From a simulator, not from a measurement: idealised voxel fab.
Process module heading - voxel local oxidation
The cross-section on display is named cut; it measures 240 nm wide, and its cells are 5 nm squares.
Cross-section layout: square cells on a grid; listed as bands, top to bottom; a band spans one or more cell rows. First you get the band's top height and its bottom height, in nm, and then the materials it's made of, left to right, with each width in nm. If you see a single material with "throughout", that one covers the band edge to edge. "empty" is empty space. Convention: height 0 is the level below which the wafer, as received, is all one material. The lowest band does not terminate at the bottom but continues downward, represented as "0 nm and below". When a width is written as two numbers, as in "30..40", the first number is the width in the top row of cells of the band and the second is the width in its bottom row, and the width changes by the same amount from each row to the next. Given "stayed the same" for a step, no cell of the cross-section differs between before and after that step. Enclosed voids (no open way to top), threshold 8 cells or more, entry "Listed closed voids", notation width x height at distance, distance from left edge, nm. Past the settings on a step's line: simulator remark, on that step. A step's line can hold "overlay nm"; with a mask on that step, the setting says how far right of the planned place the mask lay, while a negative setting says it lay to the left.
# This section lists the process steps that were planned
1 RECEIVE: material Si
2 CONFORMAL_DEP: material SiO2, thk nm 5
3 CONFORMAL_DEP: material SiN, thk nm 10
4 PATTERN: tone cover, mask id ACTIVE, material resist, width nm 95, thk nm 15, overlay nm 0
5 DIRECTIONAL_ETCH: etch materials SiN, depth nm 10
6 STRIP: etch materials resist
7 SELECTIVE_ETCH: etch materials SiO2, depth nm 5
8 OXIDIZE: depth nm 10
9 STRIP: etch materials SiN
# The first of a set of two wafers, run to plan
# So this is the incoming wafer in cross-section - it's already been through step 1
- 0 nm and below | Si throughout
- Listed closed voids: none
# After step 2, in cross-section
- 5 nm to 0 nm | SiO2 throughout
- Below 0, no change.
# After step 3, in cross-section
- 15 nm to 5 nm | SiN throughout
- Below 5, no change.
# After step 4, in cross-section
- 30 nm to 15 nm | empty (70) | resist (95) | empty (75)
- Below 15, no change.
# After step 5, in cross-section
- 30 nm to 15 nm | empty (70) | resist (95) | empty (75)
- 15 nm to 5 nm | empty (70) | SiN (95) | empty (75)
- Below 5, no change.
# After step 6, in cross-section
- 15 nm to 5 nm | empty (70) | SiN (95) | empty (75)
- Below 5, no change.
# After step 7, in cross-section
- 15 nm to 5 nm | empty (70) | SiN (95) | empty (75)
- 5 nm to 0 nm | empty (75) | SiO2 (85) | empty (80)
- Below 0, no change.
# After step 8, in cross-section
- 15 nm to 5 nm | empty (70) | SiN (95) | empty (75)
- 5 nm to 0 nm | empty (75) | SiO2 (85) | empty (80)
- 0 nm to -10 nm | SiO2 (85) | Si (65) | SiO2 (90)
- Below -10, no change.
# After step 9, in cross-section
- 5 nm to 0 nm | empty (75) | SiO2 (85) | empty (80)
- Below 0, no change.
# The second wafer began exactly as the first did and followed the same plan, but one mistake was made while running it; through step 5 inclusive, the two wafers are identical
# Second wafer profile in section, at the moment step 6 of the plan was meant to be complete
- 30 nm to 15 nm | empty (70) | resist (95) | empty (75)
- 15 nm to 5 nm | empty (70) | SiN (95) | empty (75)
- 5 nm to 0 nm | empty (75) | SiO2 (85) | empty (80)
- Below 0, no change.
# Second wafer profile in section, at the moment step 7 of the plan was meant to be complete
- 15 nm to 5 nm | empty (70) | SiN (95) | empty (75)
- Below 5, no change.
# Second wafer profile in section, at the moment step 8 of the plan was meant to be complete
- 15 nm to 5 nm | empty (70) | SiN (95) | empty (75)
- 5 nm to 0 nm | empty (75) | SiO2 (85) | empty (80)
- 0 nm to -10 nm | SiO2 (85) | Si (65) | SiO2 (90)
- Below -10, no change.
# Second wafer profile in section, at the moment step 9 of the plan was meant to be complete
- 5 nm to 0 nm | empty (75) | SiO2 (85) | empty (80)
- Below 0, no change.
Run error: step 7 occupied the plan position of step 6, and the converse holds as well
at the end the two cross-sections are the same: no effect in what this model computes
